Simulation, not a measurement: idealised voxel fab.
Process module heading - voxel plated lines
Each square cell in cross-section cut measures 5 nm, and the section as a whole is 225 nm wide.
A cross-section is written here as square cells arranged in a grid, and it is given in bands from the top down, each band taking up one or more rows of cells. Band: top height; bottom height; in nm. Then, left to right: material with width in nm, for each material. "throughout": a single material spanning edge to edge. "air": empty space. The level at which height equals 0 is the one under which the wafer, as it arrives, is entirely one material. No lower edge exists for the bottom band, which continues downward and is notated as in "0 -> down". It should be noted that a width expressed as "30 to 40" varies in equal increments from row to row of cells within the band, taking the value of the first number at the top row and that of the second number at the bottom row. Where the words "nothing was modified" appear for a step, the cross-section shows no cell changed by that step; every cell remained as before. "Trapped cavities": sealed empty spaces, 8 cells or more, no open way to top, listed width x height at distance, with distance from the left edge and width, height and distance in nm. Note: text after step settings on the step line = simulator remark on that step. When a step includes a mask, the "overlay nm" setting on its line states how far to the right of its planned place that mask lay, and negative values state how far to the left.

Process steps (planned):
1. op RECEIVE | material Si
2. op CONFORMAL_DEP | material Al2O3 | thk nm 10
3. op DIRECTIONAL_DEP | material TiN | thk nm 5
4. op PATTERN | tone open | mask id LINES | material resist | width nm 25 | pitch nm 55 | thk nm 15 | overlay nm 0
5. op EPI | material Ru | thk nm 10
6. op STRIP | etch materials resist
7. op DIRECTIONAL_ETCH | etch materials TiN | depth nm 5
8. op CONFORMAL_DEP | material SiO2 | thk nm 10

The first wafer of two, processed as planned:

Cross-sectional view of the wafer in its as-received condition, corresponding to the state after step 1:
> 0 -> down | Si throughout
> Trapped cavities: none

How the wafer stands in section after step 2:
> 10 -> 0 | Al2O3 throughout
> Under 0: no change, same as before.

How the wafer stands in section after step 3:
> 15 -> 10 | TiN throughout
> Under 10: no change, same as before.

How the wafer stands in section after step 4:
> 30 -> 15 | resist: 70, then air: 25, then resist: 30, then air: 25, then resist: 75
> Under 15: no change, same as before.

How the wafer stands in section after step 5:
> 30 -> 25 | resist: 70, then air: 25, then resist: 30, then air: 25, then resist: 75
> 25 -> 15 | resist: 70, then Ru: 25, then resist: 30, then Ru: 25, then resist: 75
> Under 15: no change, same as before.

How the wafer stands in section after step 6:
> 25 -> 15 | air: 70, then Ru: 25, then air: 30, then Ru: 25, then air: 75
> Under 15: no change, same as before.

How the wafer stands in section after step 7:
> 25 -> 15 | air: 70, then Ru: 25, then air: 30, then Ru: 25, then air: 75
> 15 -> 10 | air: 70, then TiN: 25, then air: 30, then TiN: 25, then air: 75
> Under 10: no change, same as before.

How the wafer stands in section after step 8:
> 35 -> 25 | air: 60, then SiO2: 45, then air: 10, then SiO2: 45, then air: 65
> 25 -> 20 | air: 60, then SiO2: 10, then Ru: 25, then SiO2: 10, then air: 10, then SiO2: 10, then Ru: 25, then SiO2: 10, then air: 65
> 20 -> 15 | SiO2: 70, then Ru: 25, then SiO2: 30, then Ru: 25, then SiO2: 75
> 15 -> 10 | SiO2: 70, then TiN: 25, then SiO2: 30, then TiN: 25, then SiO2: 75
> Under 10: no change, same as before.

Regarding the second of the two wafers: it shared the first wafer's starting condition and process plan, yet one error occurred during its execution. Its history coincides with that of the first wafer up to and including step 3:

Second wafer, section view, time point: scheduled end of step 4:
> 30 -> 15 | air: 70, then resist: 25, then air: 30, then resist: 25, then air: 75
> Under 15: no change, same as before.

Second wafer, section view, time point: scheduled end of step 5:
> 30 -> 25 | air: 70, then resist: 25, then air: 30, then resist: 25, then air: 75
> 25 -> 15 | Ru: 70, then resist: 25, then Ru: 30, then resist: 25, then Ru: 75
> Under 15: no change, same as before.

Second wafer, section view, time point: scheduled end of step 6:
> 25 -> 15 | Ru: 70, then air: 25, then Ru: 30, then air: 25, then Ru: 75
> Under 15: no change, same as before.

Second wafer, section view, time point: scheduled end of step 7:
> 25 -> 15 | Ru: 70, then air: 25, then Ru: 30, then air: 25, then Ru: 75
> 15 -> 10 | TiN: 70, then air: 25, then TiN: 30, then air: 25, then TiN: 75
> Under 10: no change, same as before.

Second wafer, section view, time point: scheduled end of step 8:
> 35 -> 25 | SiO2: 80, then air: 5, then SiO2: 50, then air: 5, then SiO2: 85
> 25 -> 20 | Ru: 70, then SiO2: 10, then air: 5, then SiO2: 10, then Ru: 30, then SiO2: 10, then air: 5, then SiO2: 10, then Ru: 75
> 20 -> 15 | Ru: 70, then SiO2: 25, then Ru: 30, then SiO2: 25, then Ru: 75
> 15 -> 10 | TiN: 70, then SiO2: 25, then TiN: 30, then SiO2: 25, then TiN: 75
> Under 10: no change, same as before.
What was done differently from what was planned? step 4: run off-plan, actual operation and settings op PATTERN | tone cover | mask id LINES | material resist | width nm 25 | pitch nm 55 | thk nm 15 | overlay nm 0
Final tally in cells, some materials are higher or lower on the second wafer than on the first: Ru: 50 more | TiN: 25 more
